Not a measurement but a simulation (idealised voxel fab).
Process module under the name voxel capacitor over wiring
The cross-section shown here is cut; it is 220 nm wide and divided into square cells measuring 5 nm on a side.
Cross-section format: a grid of square cells, given as bands from top to bottom; each band is one or more rows of cells. In this notation a band is specified by the heights of its top and bottom, in that order and in nm, after which its materials appear from left to right, each paired with its width in nm. The word "everywhere" attached to a single material means that material fills the band from edge to edge; the word "blank" stands for empty space. A quick word on heights: they are counted from 0, and under that level the wafer as it came to us is one material throughout. The lowest band is different from the rest in having no bottom; it simply continues downward, written as in "z 0 and below". So if you see something like "30 to 40" for the width, read it as the top row of the band sitting at the first number and the bottom row at the second, with every row in between moving by the same amount as the last. Reading "nothing was modified" for a step: not a cell of the cross-section changed in it. Voids not open to the top, 8 cells minimum: see "Voids, fully enclosed". Written width x height at distance; distance is from the left edge; nm. Where a step's line continues beyond its settings, the continuation is a remark by the simulator itself on that step. "overlay nm", when on a step's line for a step with a mask, measures how far to the right of its planned place the mask lay; a negative measure means to the left.

-- Steps planned for the process
1. RECEIVE,material Si
2. CONFORMAL_DEP,material SiO2,thk nm 10
3. CONFORMAL_DEP,material SiCN,thk nm 5
4. DIRECTIONAL_DEP,material SiO2,thk nm 25
5. MASKED_ETCH,tone open,mask id METAL_1,width nm 30,pitch nm 85,etch materials SiO2,depth nm 25,overlay nm 0
6. MASKED_ETCH,tone open,mask id METAL_1,width nm 30,pitch nm 85,etch materials SiCN,depth nm 5,overlay nm 0
7. CONFORMAL_DEP,material TiN,thk nm 5
8. FILL_DEP,material Ru,thk nm 10
9. CMP,height nm 40
10. CONFORMAL_DEP,material SiCN,thk nm 5
11. DIRECTIONAL_DEP,material SiO2,thk nm 15
12. DIRECTIONAL_DEP,material aC,thk nm 10
13. PATTERN,tone open,mask id PLUG_1,material resist,width nm 15,thk nm 30,overlay nm 0
14. DIRECTIONAL_ETCH,etch materials aC,depth nm 10
15. STRIP,etch materials resist
16. DIRECTIONAL_ETCH,etch materials SiO2,depth nm 15
17. DIRECTIONAL_ETCH,etch materials SiCN,depth nm 5
18. STRIP,etch materials aC
19. CONFORMAL_DEP,material TiN,thk nm 5
20. FILL_DEP,material Ru,thk nm 10
21. CMP,height nm 60
22. DIRECTIONAL_DEP,material TiN,thk nm 10
23. DIRECTIONAL_DEP,material HfO2,thk nm 5
24. DIRECTIONAL_DEP,material TiN,thk nm 10
25. DIRECTIONAL_DEP,material aC,thk nm 10
26. PATTERN,tone cover,mask id UPPER_PLATE,material resist,width nm 60,thk nm 25,overlay nm 0
27. DIRECTIONAL_ETCH,etch materials aC,depth nm 10
28. STRIP,etch materials resist
29. DIRECTIONAL_ETCH,etch materials TiN,depth nm 10
30. DIRECTIONAL_ETCH,etch materials HfO2,depth nm 5
31. STRIP,etch materials aC
32. DIRECTIONAL_DEP,material aC,thk nm 15
33. PATTERN,tone cover,mask id LOWER_PLATE,material resist,width nm 70,thk nm 30,overlay nm 0
34. DIRECTIONAL_ETCH,etch materials aC,depth nm 15
35. STRIP,etch materials resist
36. DIRECTIONAL_ETCH,etch materials TiN,depth nm 10
37. STRIP,etch materials aC
38. FILL_DEP,material SiO2,thk nm 15
39. CMP,height nm 95
40. MASKED_ETCH,tone open,mask id PLUG_2,width nm 15,etch materials SiO2,depth nm 10,overlay nm 0
41. CONFORMAL_DEP,material TiN,thk nm 5
42. FILL_DEP,material W,thk nm 10
43. CMP,height nm 95
44. CONFORMAL_DEP,material SiN,thk nm 5

-- So this is the incoming wafer in cross-section - it's already been through step 1
    z 0 and below  Si everywhere
    Voids, fully enclosed: none

-- Wafer cross-section at module end: first of two, run to plan
    z 100 to 95  SiN everywhere
    z 95 to 90  SiO2 75 nm; TiN 5 nm; W 5 nm; TiN 5 nm; SiO2 130 nm
    z 90 to 85  SiO2 75 nm; TiN 15 nm; SiO2 130 nm
    z 85 to 75  SiO2 65 nm; TiN 60 nm; SiO2 95 nm
    z 75 to 70  SiO2 65 nm; HfO2 60 nm; SiO2 95 nm
    z 70 to 60  SiO2 60 nm; TiN 70 nm; SiO2 90 nm
    z 60 to 45  SiO2 65 nm; TiN 5 nm; Ru 5 nm; TiN 5 nm; SiO2 140 nm
    z 45 to 40  SiCN 65 nm; TiN 15 nm; SiCN 140 nm
    z 40 to 15  SiO2 50 nm; TiN 5 nm; Ru 20 nm; TiN 5 nm; SiO2 55 nm; TiN 5 nm; Ru 20 nm; TiN 5 nm; SiO2 55 nm
    z 15 to 10  SiCN 50 nm; TiN 30 nm; SiCN 55 nm; TiN 30 nm; SiCN 55 nm
    z 10 to 0  SiO2 everywhere
    z 0 and below  Si everywhere
    Voids, fully enclosed: none

-- Cross-sectional view of the second of two wafers upon completion of the module. This wafer shared its starting condition and process plan with the first; one error was made during its execution
    z 115 to 110  SiN everywhere
    z 110 to 100  W everywhere
    z 100 to 95  TiN 80 nm; W 5 nm; TiN 135 nm
    z 95 to 90  SiO2 75 nm; TiN 5 nm; W 5 nm; TiN 5 nm; SiO2 130 nm
    z 90 to 85  SiO2 75 nm; TiN 15 nm; SiO2 130 nm
    z 85 to 75  SiO2 65 nm; TiN 60 nm; SiO2 95 nm
    z 75 to 70  SiO2 65 nm; HfO2 60 nm; SiO2 95 nm
    z 70 to 60  SiO2 60 nm; TiN 70 nm; SiO2 90 nm
    z 60 to 45  SiO2 65 nm; TiN 5 nm; Ru 5 nm; TiN 5 nm; SiO2 140 nm
    z 45 to 40  SiCN 65 nm; TiN 15 nm; SiCN 140 nm
    z 40 to 15  SiO2 50 nm; TiN 5 nm; Ru 20 nm; TiN 5 nm; SiO2 55 nm; TiN 5 nm; Ru 20 nm; TiN 5 nm; SiO2 55 nm
    z 15 to 10  SiCN 50 nm; TiN 30 nm; SiCN 55 nm; TiN 30 nm; SiCN 55 nm
    z 10 to 0  SiO2 everywhere
    z 0 and below  Si everywhere
    Voids, fully enclosed: none
Diagnosis: with respect to the plan, step 43 was omitted and not executed
The second wafer ends with more or fewer cells of some materials than the first, per final count: TiN: 43 more, W: 89 more
